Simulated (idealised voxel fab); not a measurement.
process module | voxel capacitor over wiring
cross-section cut | 205 nm wide | cells 5 nm
A cross-section is a grid of square cells, given in bands from the top down. A band is one or more rows of cells.
Each band's line starts with the height of the band's top and of its bottom, in nm. Then come its materials from left to right, each with its width in nm. One material with "throughout" fills the band from edge to edge. "air" is empty space.
Height 0 is the level under which the wafer as received is all one material. The lowest band goes on downwards, as in "0 down".
A width such as "30 to 40" changes by the same amount from each row of cells to the next, from the band's top row to its bottom row.
"no change" after a step means that no cell of the cross-section changed.
closed voids: empty space of 8 cells or more with no open way to the top, each as width x height at its distance from the left edge, in nm
after a step's settings: what the simulator itself notes on the step
overlay nm, on a step with a mask: how far to the right of its planned place the mask lay; to the left if negative
plan
1 op RECEIVE | material Si
2 op CONFORMAL_DEP | material SiO2 | thk nm 10
3 op CONFORMAL_DEP | material SiCN | thk nm 5
4 op DIRECTIONAL_DEP | material SiO2 | thk nm 25
5 op PATTERN | tone open | mask id METAL_1 | material resist | width nm 20 | pitch nm 85 | thk nm 15 | overlay nm 0
6 op DIRECTIONAL_ETCH | etch materials SiO2 | depth nm 25
7 op DIRECTIONAL_ETCH | etch materials SiCN | depth nm 5
8 op STRIP | etch materials resist
9 op CONFORMAL_DEP | material TiN | thk nm 5
10 op FILL_DEP | material Cu | thk nm 10
11 op CMP | height nm 40
12 op CONFORMAL_DEP | material SiCN | thk nm 5
13 op DIRECTIONAL_DEP | material SiO2 | thk nm 20
14 op DIRECTIONAL_DEP | material aC | thk nm 15
15 op PATTERN | tone open | mask id PLUG_1 | material resist | width nm 15 | thk nm 30 | overlay nm 0
16 op DIRECTIONAL_ETCH | etch materials aC | depth nm 15
17 op STRIP | etch materials resist
18 op DIRECTIONAL_ETCH | etch materials SiO2 | depth nm 20
19 op DIRECTIONAL_ETCH | etch materials SiCN | depth nm 5
20 op STRIP | etch materials aC
21 op EPI | material Ru | thk nm 10
22 op EPI | material Ru | thk nm 10
23 op EPI | material Ru | thk nm 5
24 op DIRECTIONAL_DEP | material TiN | thk nm 5
25 op DIRECTIONAL_DEP | material Al2O3 | thk nm 5
26 op DIRECTIONAL_DEP | material TiN | thk nm 5
27 op MASKED_ETCH | tone cover | mask id UPPER_PLATE | width nm 70 | etch materials TiN | depth nm 5 | overlay nm 0
28 op MASKED_ETCH | tone cover | mask id UPPER_PLATE | width nm 70 | etch materials Al2O3 | depth nm 5 | overlay nm 0
29 op MASKED_ETCH | tone cover | mask id LOWER_PLATE | width nm 80 | etch materials TiN | depth nm 5 | overlay nm 0
30 op FILL_DEP | material SiO2 | thk nm 15
31 op CMP | height nm 90
32 op DIRECTIONAL_DEP | material aC | thk nm 15
33 op PATTERN | tone open | mask id PLUG_2 | material resist | width nm 15 | thk nm 35 | overlay nm 0
34 op DIRECTIONAL_ETCH | etch materials aC | depth nm 15
35 op STRIP | etch materials resist
36 op DIRECTIONAL_ETCH | etch materials SiO2 | depth nm 10
37 op STRIP | etch materials aC
38 op CONFORMAL_DEP | material TiN | thk nm 5
39 op FILL_DEP | material Cu | thk nm 5
40 op CMP | height nm 90
41 op CONFORMAL_DEP | material SiCN | thk nm 5
as received, after step 1
  0 down: Si throughout
  closed voids: none
first wafer at the end, as planned
  95 to 90: SiCN throughout
  90 to 85: SiO2 65 | TiN 5 | Cu 5 | TiN 5 | SiO2 125
  85 to 75: SiO2 65 to 55 | TiN 15 to 70 | SiO2 125 to 80
  75 to 70: SiO2 55 | Al2O3 70 | SiO2 80
  70 to 65: SiO2 50 | TiN 80 | SiO2 75
  65 to 45: SiO2 55 | Ru 15 | SiO2 135
  45 to 40: SiCN 55 | Ru 15 | SiCN 135
  40 to 15: SiO2 50 | TiN 5 | Cu 10 | TiN 5 | SiO2 65 | TiN 5 | Cu 10 | TiN 5 | SiO2 50
  15 to 10: SiCN 50 | TiN 20 | SiCN 65 | TiN 20 | SiCN 50
  10 to 0: SiO2 throughout
  0 down: Si throughout
  closed voids: none
second wafer at the end: like start, like plan, one mistake
  95 to 90: SiCN throughout
  90 to 85: SiO2 65 | TiN 5 | Cu 10 | TiN 5 | SiO2 120
  85 to 75: SiO2 65 to 55 | TiN 20 to 70 | SiO2 120 to 80
  75 to 70: SiO2 55 | Al2O3 70 | SiO2 80
  70 to 65: SiO2 50 | TiN 80 | SiO2 75
  65 to 45: SiO2 55 | Ru 15 | SiO2 135
  45 to 40: SiCN 55 | Ru 15 | SiCN 135
  40 to 15: SiO2 50 | TiN 5 | Cu 10 | TiN 5 | SiO2 65 | TiN 5 | Cu 10 | TiN 5 | SiO2 50
  15 to 10: SiCN 50 | TiN 20 | SiCN 65 | TiN 20 | SiCN 50
  10 to 0: SiO2 throughout
  0 down: Si throughout
  closed voids: none
what went wrong: step 33 ran as: op PATTERN | tone open | mask id PLUG_2 | material resist | width nm 20 | thk nm 35 | overlay nm 0
at the end the second wafer has, in cells: 1 more of Cu | 2 fewer of SiO2 | 1 more of TiN
